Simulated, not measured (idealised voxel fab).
The following process module bears the name voxel capacitor over wiring.
This is section cut - it's 245 nm across, gridded in 5 nm square cells.
A cross-section is written here as square cells arranged in a grid, and it is given in bands from the top down, each band taking up one or more rows of cells.
Band: top and bottom heights (nm) first, top before bottom; then materials from left to right, widths in nm. "everywhere" marks a sole material filling the band edge to edge. "empty" denotes empty space.
Convention: height 0 is the level below which the wafer, as received, is all one material. The lowest band does not terminate at the bottom but continues downward, represented as "0 down".
Width: "30 to 40" (first number = top row, second number = bottom row, same change from row to row of cells).
Key: "no alterations made" - step with no changed cell in the cross-section.
Any empty space of 8 cells or more lacking an open way to the top shows up in "Closed void list" as width x height at distance, distance from the left edge, in nm.
On a step's line, text after the settings is the simulator commenting on that step.
overlay nm: how far to the right of its planned place the mask lay on this masked step (negative: to the left).

### Planned step list for the process
step 1: RECEIVE | material Si
step 2: CONFORMAL_DEP | material SiO2 | thk nm 15
step 3: DIRECTIONAL_DEP | material TiN | thk nm 5
step 4: DIRECTIONAL_DEP | material W | thk nm 15
step 5: MASKED_ETCH | tone cover | mask id METAL_1 | width nm 20 | pitch nm 85 | etch materials W | depth nm 15 | overlay nm 0
step 6: MASKED_ETCH | tone cover | mask id METAL_1 | width nm 20 | pitch nm 85 | etch materials TiN | depth nm 5 | overlay nm 0
step 7: CONFORMAL_DEP | material SiN | thk nm 5
step 8: FILL_DEP | material lowk | thk nm 10
step 9: CMP | height nm 35
step 10: CONFORMAL_DEP | material SiCN | thk nm 5
step 11: DIRECTIONAL_DEP | material lowk | thk nm 20
step 12: MASKED_ETCH | tone open | mask id PLUG_1 | width nm 15 | etch materials lowk | depth nm 20 | overlay nm 0
step 13: MASKED_ETCH | tone open | mask id PLUG_1 | width nm 15 | etch materials SiCN | depth nm 5 | overlay nm 0
step 14: EPI | material Ru | thk nm 10
step 15: EPI | material Ru | thk nm 10
step 16: EPI | material Ru | thk nm 5
step 17: DIRECTIONAL_DEP | material TiN | thk nm 5
step 18: DIRECTIONAL_DEP | material Al2O3 | thk nm 5
step 19: DIRECTIONAL_DEP | material TiN | thk nm 5
step 20: PATTERN | tone cover | mask id UPPER_PLATE | material resist | width nm 70 | thk nm 15 | overlay nm 0
step 21: DIRECTIONAL_ETCH | etch materials TiN | depth nm 5
step 22: DIRECTIONAL_ETCH | etch materials Al2O3 | depth nm 5
step 23: STRIP | etch materials resist
step 24: PATTERN | tone cover | mask id LOWER_PLATE | material resist | width nm 80 | thk nm 20 | overlay nm 0
step 25: DIRECTIONAL_ETCH | etch materials TiN | depth nm 5
step 26: STRIP | etch materials resist
step 27: FILL_DEP | material SiO2 | thk nm 20
step 28: CMP | height nm 90
step 29: MASKED_ETCH | tone open | mask id PLUG_2 | width nm 15 | etch materials SiO2 | depth nm 15 | overlay nm 0
step 30: CONFORMAL_DEP | material TiN | thk nm 5
step 31: FILL_DEP | material Ru | thk nm 10
step 32: CMP | height nm 90
step 33: CONFORMAL_DEP | material SiN | thk nm 5
For clarity, it should be stated that the wafers under discussion commence in an identical condition and differ with respect to the thk nm of step 33, the plan indicating the value that the first wafer had.

### So this is the first of several wafers, cross-sectioned as it came to us, meaning it's at the end of step 1
  0 down = Si everywhere
  Closed void list: none

### Module end state after final step 33: cross-section of the first of several wafers
  95 to 90 = SiN everywhere
  90 to 80 = SiO2 85 nm  TiN 5 nm  Ru 5 nm  TiN 5 nm  SiO2 145 nm
  80 to 70 = SiO2 85 to 75 nm  TiN 15 to 70 nm  SiO2 145 to 100 nm
  70 to 65 = SiO2 75 nm  Al2O3 70 nm  SiO2 100 nm
  65 to 60 = SiO2 70 nm  TiN 80 nm  SiO2 95 nm
  60 to 40 = lowk 75 nm  Ru 15 nm  lowk 155 nm
  40 to 35 = SiCN 75 nm  Ru 15 nm  SiCN 155 nm
  35 to 20 = lowk 65 nm  SiN 5 nm  W 20 nm  SiN 5 nm  lowk 55 nm  SiN 5 nm  W 20 nm  SiN 5 nm  lowk 65 nm
  20 to 15 = SiN 70 nm  TiN 20 nm  SiN 65 nm  TiN 20 nm  SiN 70 nm
  15 to 0 = SiO2 everywhere
  0 down = Si everywhere
  Closed void list: none

### So this is the cross-section on the last wafer at the end of the module
  110 to 90 = SiN everywhere
  90 to 80 = SiO2 85 nm  TiN 5 nm  Ru 5 nm  TiN 5 nm  SiO2 145 nm
  80 to 70 = SiO2 85 to 75 nm  TiN 15 to 70 nm  SiO2 145 to 100 nm
  70 to 65 = SiO2 75 nm  Al2O3 70 nm  SiO2 100 nm
  65 to 60 = SiO2 70 nm  TiN 80 nm  SiO2 95 nm
  60 to 40 = lowk 75 nm  Ru 15 nm  lowk 155 nm
  40 to 35 = SiCN 75 nm  Ru 15 nm  SiCN 155 nm
  35 to 20 = lowk 65 nm  SiN 5 nm  W 20 nm  SiN 5 nm  lowk 55 nm  SiN 5 nm  W 20 nm  SiN 5 nm  lowk 65 nm
  20 to 15 = SiN 70 nm  TiN 20 nm  SiN 65 nm  TiN 20 nm  SiN 70 nm
  15 to 0 = SiO2 everywhere
  0 down = Si everywhere
  Closed void list: none

### Every row in this table is a wafer at the end of the module, and it gives, for each of the materials, the cells that wafer has gained (+) or lost (-) since it was received, then its closed voids
thk nm 5, +14 Al2O3, +17 Ru, +46 SiCN, +102 SiN, +388 SiO2, +45 TiN, +24 W, +295 lowk, Closed void list: none
thk nm 10, +14 Al2O3, +17 Ru, +46 SiCN, +151 SiN, +388 SiO2, +45 TiN, +24 W, +295 lowk, Closed void list: none
thk nm 15, +14 Al2O3, +17 Ru, +46 SiCN, +200 SiN, +388 SiO2, +45 TiN, +24 W, +295 lowk, Closed void list: none
thk nm 20, +14 Al2O3, +17 Ru, +46 SiCN, +249 SiN, +388 SiO2, +45 TiN, +24 W, +295 lowk, Closed void list: none
